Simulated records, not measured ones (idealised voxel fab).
Name of the process module below: voxel gate over fins
Square cell edge 5 nm, section width 230 nm, ID cut.
Throughout this document, each cross-section is represented as a grid of square cells and is presented as a sequence of bands enumerated from the top downward, where a band comprises one or more rows of cells.
The band entry comprises the height of the band's top followed by the height of its bottom, expressed in nm, and subsequently the band's materials from left to right, each stated together with its width in nm. Where a single material is marked with the word "throughout", that material fills the band from edge to edge. The word "empty" represents empty space.
Where do heights start? At 0: under that level the wafer as delivered is made of one material only. And the lowest band has no floor; it just carries on downward, as in "0 down".
When a width is written as two numbers, as in "30 to 40", the first number is the width in the top row of cells of the band and the second is the width in its bottom row, and the width changes by the same amount from each row to the next.
"nothing got changed" after a step means that no cell of the cross-section changed.
"Trapped void list" enumerates empty spaces isolated from the top, with no open way to it, that contain at least 8 cells, giving each as width x height at distance from the left edge, all three in nm.
Post-settings text on a step line: simulator's own remark regarding the step.
overlay nm: where the mask lay relative to plan, measured to the right, on steps with a mask; negatives go left.
PROCESS STEPS - PLAN
- 1: RECEIVE with material Si
- 2: CONFORMAL_DEP with material SiN, thk nm 10
- 3: PATTERN with tone cover, mask id FINS, material resist, width nm 15, pitch nm 40, thk nm 15, overlay nm 0
- 4: DIRECTIONAL_ETCH with etch materials SiN, depth nm 10
- 5: DIRECTIONAL_ETCH with etch materials Si, depth nm 35
- 6: STRIP with etch materials resist
- 7: FILL_DEP with material SiO2, thk nm 5
- 8: CMP with height nm 10
- 9: SELECTIVE_ETCH with etch materials SiO2, depth nm 20
- 10: STRIP with etch materials SiN
- 11: CONFORMAL_DEP with material HfO2, thk nm 5
- 12: CONFORMAL_DEP with material TiN, thk nm 5
- 13: CONFORMAL_DEP with material TiAl, thk nm 5
- 14: CONFORMAL_DEP with material TiN, thk nm 5
- 15: FILL_DEP with material W, thk nm 15
- 16: CMP with height nm 30
- 17: CONFORMAL_DEP with material SiCN, thk nm 5
FIRST WAFER OUT OF TWO, PROCESSED AS PLANNED
THE CROSS-SECTION HERE SHOWS THE WAFER AS RECEIVED, I.E. IN ITS STATE AFTER STEP 1
    0 down = Si throughout
    Trapped void list: none
AFTER STEP 2: WAFER CROSS-SECTION
    10 to 0 = SiN throughout
    Heights below 0 show no change.
AFTER STEP 3: WAFER CROSS-SECTION
    25 to 10 = empty 65, resist 15, empty 25, resist 15, empty 25, resist 15, empty 70
    Heights below 10 show no change.
AFTER STEP 4: WAFER CROSS-SECTION
    25 to 10 = empty 65, resist 15, empty 25, resist 15, empty 25, resist 15, empty 70
    10 to 0 = empty 65, SiN 15, empty 25, SiN 15, empty 25, SiN 15, empty 70
    Heights below 0 show no change.
AFTER STEP 5: WAFER CROSS-SECTION
    25 to 10 = empty 65, resist 15, empty 25, resist 15, empty 25, resist 15, empty 70
    10 to 0 = empty 65, SiN 15, empty 25, SiN 15, empty 25, SiN 15, empty 70
    0 to -35 = empty 65, Si 15, empty 25, Si 15, empty 25, Si 15, empty 70
    Heights below -35 show no change.
AFTER STEP 6: WAFER CROSS-SECTION
    10 to 0 = empty 65, SiN 15, empty 25, SiN 15, empty 25, SiN 15, empty 70
    Heights below 0 show no change.
AFTER STEP 7: WAFER CROSS-SECTION
    15 to 10 = SiO2 throughout
    10 to 0 = SiO2 65, SiN 15, SiO2 25, SiN 15, SiO2 25, SiN 15, SiO2 70
    0 to -35 = SiO2 65, Si 15, SiO2 25, Si 15, SiO2 25, Si 15, SiO2 70
    Heights below -35 show no change.
AFTER STEP 8: WAFER CROSS-SECTION
    10 to 0 = SiO2 65, SiN 15, SiO2 25, SiN 15, SiO2 25, SiN 15, SiO2 70
    Heights below 0 show no change.
AFTER STEP 9: WAFER CROSS-SECTION
    10 to 0 = empty 65, SiN 15, empty 25, SiN 15, empty 25, SiN 15, empty 70
    0 to -10 = empty 65, Si 15, empty 25, Si 15, empty 25, Si 15, empty 70
    Heights below -10 show no change.
AFTER STEP 10: WAFER CROSS-SECTION
    0 to -10 = empty 65, Si 15, empty 25, Si 15, empty 25, Si 15, empty 70
    Heights below -10 show no change.
AFTER STEP 11: WAFER CROSS-SECTION
    5 to 0 = empty 60, HfO2 25, empty 15, HfO2 25, empty 15, HfO2 25, empty 65
    0 to -5 = empty 60, HfO2 5, Si 15, HfO2 5, empty 15, HfO2 5, Si 15, HfO2 5, empty 15, HfO2 5, Si 15, HfO2 5, empty 65
    -5 to -10 = HfO2 65, Si 15, HfO2 25, Si 15, HfO2 25, Si 15, HfO2 70
    Heights below -10 show no change.
AFTER STEP 12: WAFER CROSS-SECTION
    10 to 5 = empty 55, TiN 35, empty 5, TiN 35, empty 5, TiN 35, empty 60
    5 to 0 = empty 55, TiN 5, HfO2 25, TiN 5, empty 5, TiN 5, HfO2 25, TiN 5, empty 5, TiN 5, HfO2 25, TiN 5, empty 60
    0 to -5 = TiN 60, HfO2 5, Si 15, HfO2 5, TiN 15, HfO2 5, Si 15, HfO2 5, TiN 15, HfO2 5, Si 15, HfO2 5, TiN 65
    Heights below -5 show no change.
AFTER STEP 13: WAFER CROSS-SECTION
    15 to 10 = empty 50, TiAl 125, empty 55
    10 to 5 = empty 50, TiAl 5, TiN 35, TiAl 5, TiN 35, TiAl 5, TiN 35, TiAl 5, empty 55
    5 to 0 = TiAl 55, TiN 5, HfO2 25, TiN 5, TiAl 5, TiN 5, HfO2 25, TiN 5, TiAl 5, TiN 5, HfO2 25, TiN 5, TiAl 60
    Heights below 0 show no change.
AFTER STEP 14: WAFER CROSS-SECTION
    20 to 15 = empty 45, TiN 135, empty 50
    15 to 10 = empty 45, TiN 5, TiAl 125, TiN 5, empty 50
    10 to 5 = TiN 50, TiAl 5, TiN 35, TiAl 5, TiN 35, TiAl 5, TiN 35, TiAl 5, TiN 55
    Heights below 5 show no change.
AFTER STEP 15: WAFER CROSS-SECTION
    35 to 20 = W throughout
    20 to 15 = W 45, TiN 135, W 50
    15 to 10 = W 45, TiN 5, TiAl 125, TiN 5, W 50
    Heights below 10 show no change.
AFTER STEP 16: WAFER CROSS-SECTION
    30 to 20 = W throughout
    Heights below 20 show no change.
AFTER STEP 17: WAFER CROSS-SECTION
    35 to 30 = SiCN throughout
    Heights below 30 show no change.
IT IS TO BE NOTED THAT THE SECOND WAFER PROCEEDED FROM THE SAME INITIAL STATE AND ACCORDING TO THE SAME PLAN AS THE FIRST, ALTHOUGH ONE MISTAKE WAS COMMITTED IN ITS EXECUTION; THROUGH STEP 11, INCLUSIVE, THE TWO WAFERS SHARE AN IDENTICAL HISTORY
SECOND WAFER CROSS-SECTION, TAKEN AS OF THE TIME THE PLAN SETS FOR STEP 12 TO BE DONE
    10 to 5 = empty 55, TiAl 35, empty 5, TiAl 35, empty 5, TiAl 35, empty 60
    5 to 0 = empty 55, TiAl 5, HfO2 25, TiAl 5, empty 5, TiAl 5, HfO2 25, TiAl 5, empty 5, TiAl 5, HfO2 25, TiAl 5, empty 60
    0 to -5 = TiAl 60, HfO2 5, Si 15, HfO2 5, TiAl 15, HfO2 5, Si 15, HfO2 5, TiAl 15, HfO2 5, Si 15, HfO2 5, TiAl 65
    Heights below -5 show no change.
SECOND WAFER CROSS-SECTION, TAKEN AS OF THE TIME THE PLAN SETS FOR STEP 13 TO BE DONE
    15 to 10 = empty 50, TiN 125, empty 55
    10 to 5 = empty 50, TiN 5, TiAl 35, TiN 5, TiAl 35, TiN 5, TiAl 35, TiN 5, empty 55
    5 to 0 = TiN 55, TiAl 5, HfO2 25, TiAl 5, TiN 5, TiAl 5, HfO2 25, TiAl 5, TiN 5, TiAl 5, HfO2 25, TiAl 5, TiN 60
    Heights below 0 show no change.
SECOND WAFER CROSS-SECTION, TAKEN AS OF THE TIME THE PLAN SETS FOR STEP 14 TO BE DONE
    20 to 10 = empty 45, TiN 135, empty 50
    10 to 5 = TiN 55, TiAl 35, TiN 5, TiAl 35, TiN 5, TiAl 35, TiN 60
    Heights below 5 show no change.
SECOND WAFER CROSS-SECTION, TAKEN AS OF THE TIME THE PLAN SETS FOR STEP 15 TO BE DONE
    35 to 20 = W throughout
    20 to 10 = W 45, TiN 135, W 50
    Heights below 10 show no change.
SECOND WAFER CROSS-SECTION, TAKEN AS OF THE TIME THE PLAN SETS FOR STEP 16 TO BE DONE
    30 to 20 = W throughout
    Heights below 20 show no change.
SECOND WAFER CROSS-SECTION, TAKEN AS OF THE TIME THE PLAN SETS FOR STEP 17 TO BE DONE
    35 to 30 = SiCN throughout
    Heights below 30 show no change.
Deviation noted in wafer processing: note: step 12 <-> step 13, run order reversed vs plan
Wrapping up, a cell-based count of both wafers puts the second over or under the first for these materials: TiAl: 4 more; TiN: 4 fewer
